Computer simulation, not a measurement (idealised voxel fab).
process module | voxel released beams
cross-section cut | 210 nm wide | cells 5 nm
A cross-section is a grid of square cells, given in bands from the top down. A band is one or more rows of cells.
Each band's line starts with the height of the band's top and of its bottom, in nm. Then come its materials from left to right, each with its width in nm. One material with "throughout" fills the band from edge to edge. "air" is empty space.
Height 0 is the level under which the wafer as received is all one material. The lowest band goes on downwards, as in "0 down".
A width such as "30 to 40" changes by the same amount from each row of cells to the next, from the band's top row to its bottom row.
"no change" after a step means that no cell of the cross-section changed.
closed voids: empty space of 8 cells or more with no open way to the top, each as width x height at its distance from the left edge, in nm
after a step's settings: what the simulator itself notes on the step
overlay nm, on a step with a mask: how far to the right of its planned place the mask lay; to the left if negative
plan
1 op RECEIVE | material Si
2 op CONFORMAL_DEP | material Al2O3 | thk nm 5
3 op DIRECTIONAL_DEP | material SiO2 | thk nm 15
4 op DIRECTIONAL_DEP | material aC | thk nm 15
5 op PATTERN | tone open | mask id ANCHOR | material resist | width nm 30 | thk nm 30 | overlay nm 0
6 op DIRECTIONAL_ETCH | etch materials aC | depth nm 15
7 op STRIP | etch materials resist
8 op DIRECTIONAL_ETCH | etch materials SiO2 | depth nm 15
9 op STRIP | etch materials aC
10 op CONFORMAL_DEP | material SiN | thk nm 10
11 op MASKED_ETCH | tone cover | mask id BEAM | width nm 90 | etch materials SiN | depth nm 10 | overlay nm 0
12 op STRIP | etch materials SiO2
as received, after step 1
  0 down: Si throughout
  closed voids: none
a wafer at the end: this start, this plan, one mistake
  30 to 20: air 55 | SiN 90 | air 65
  20 to 5: air 65 | SiN 20 | air 125
  5 to 0: Al2O3 throughout
  0 down: Si throughout
  closed voids: none
what went wrong: step 5 ran as: op PATTERN | tone open | mask id ANCHOR | material resist | width nm 20 | thk nm 30 | overlay nm 0
